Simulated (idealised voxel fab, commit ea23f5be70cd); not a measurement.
Name of the process module below: voxel ribs on slabs
In the cross-section labelled cut, the width is 180 nm and each square cell is 5 nm.
For the purposes of this document, a cross-section shall be understood as a grid of square cells, specified as bands listed in top-to-bottom order, each band consisting of one or more rows of cells. Within each band entry, the heights of the top and of the bottom of the band appear first, in that order and in nm; the materials of the band then follow from left to right, each with its corresponding width in nm. The designation "edge to edge" on a single material indicates that it fills the band from edge to edge; the designation "air" indicates empty space. Measure heights from 0. That's the level where, below it, the as-received wafer is all one material. The lowest band is bottomless and extends downward; write it as in "0 nm and below". You'd read "30..40" like this: the band's top row of cells is as wide as the first number, its bottom row is as wide as the second, and going down, every row changes width by the same amount as the row before did. Where the words "remains unaltered" appear for a step, the cross-section shows no cell changed by that step; every cell remained as before. What "Non-vented voids" gives you is every empty space of 8 cells or more that is cut off from the top. Each appears as width x height at distance, with the distance taken from the left edge and width, height and distance all in nm. It should be noted that, on the line of a given step, the content following the step's settings is a remark produced by the simulator itself with respect to that step. overlay nm: on a step with a mask, how far right of its planned place the mask lay; negative means left.
# Intended process steps
1 RECEIVE: material Si
2 DIRECTIONAL_DEP: material SiO2, thk nm 30
3 DIRECTIONAL_DEP: material SiN, thk nm 25
4 DIRECTIONAL_DEP: material aC, thk nm 15
5 PATTERN: tone cover, mask id RIB, material resist, width nm 25, thk nm 35, overlay nm 0
6 DIRECTIONAL_ETCH: etch materials aC, depth nm 15
7 STRIP: etch materials resist
8 DIRECTIONAL_ETCH: etch materials SiN, depth nm 5
9 STRIP: etch materials aC
10 PATTERN: tone cover, mask id SLAB, material resist, width nm 65, thk nm 15, overlay nm 0
11 DIRECTIONAL_ETCH: etch materials SiN, depth nm 20
12 STRIP: etch materials resist
13 FILL_DEP: material SiO2, thk nm 25
14 CMP: height nm 75
15 DIRECTIONAL_DEP: material TiN, thk nm 10
16 MASKED_ETCH: tone cover, mask id HEATER, width nm 25, etch materials TiN, depth nm 10, overlay nm 0
17 CONFORMAL_DEP: material SiN, thk nm 10
Among the wafers covered here, the point of difference is the width nm at step 16; their starting state is shared, and the plan presents the value of the first wafer.
# Here's the first of the wafers in cross-section, just as we got it, i.e. after step 1
    0 nm and below  Si edge to edge
    Non-vented voids: none
# First of several wafers, sectioned at end of module (last step: step 17)
    95 nm to 85 nm  65 nm air; 45 nm SiN; 70 nm air
    85 nm to 75 nm  75 nm SiN; 25 nm TiN; 80 nm SiN
    75 nm to 55 nm  SiO2 edge to edge
    55 nm to 50 nm  75 nm SiO2; 25 nm SiN; 80 nm SiO2
    50 nm to 30 nm  55 nm SiO2; 65 nm SiN; 60 nm SiO2
    30 nm to 0 nm  SiO2 edge to edge
    0 nm and below  Si edge to edge
    Non-vented voids: none
# Showing the last wafer in cross-section at the end of the module
    95 nm to 85 nm  55 nm air; 70 nm SiN; 55 nm air
    85 nm to 75 nm  65 nm SiN; 50 nm TiN; 65 nm SiN
    75 nm to 55 nm  SiO2 edge to edge
    55 nm to 50 nm  75 nm SiO2; 25 nm SiN; 80 nm SiO2
    50 nm to 30 nm  55 nm SiO2; 65 nm SiN; 60 nm SiO2
    30 nm to 0 nm  SiO2 edge to edge
    0 nm and below  Si edge to edge
    Non-vented voids: none
# So in this table every wafer gets its own row, and what you see is where it stands at the end of the module: for each material, how many cells it picked up (+) or gave up (-) since we received it, and after that its closed voids
width nm 25 | +137 SiN | +483 SiO2 | +10 TiN | Non-vented voids: none
width nm 30 | +137 SiN | +483 SiO2 | +12 TiN | Non-vented voids: none
width nm 35 | +137 SiN | +483 SiO2 | +14 TiN | Non-vented voids: none
width nm 40 | +137 SiN | +483 SiO2 | +16 TiN | Non-vented voids: none
width nm 45 | +137 SiN | +483 SiO2 | +18 TiN | Non-vented voids: none
width nm 50 | +137 SiN | +483 SiO2 | +20 TiN | Non-vented voids: none
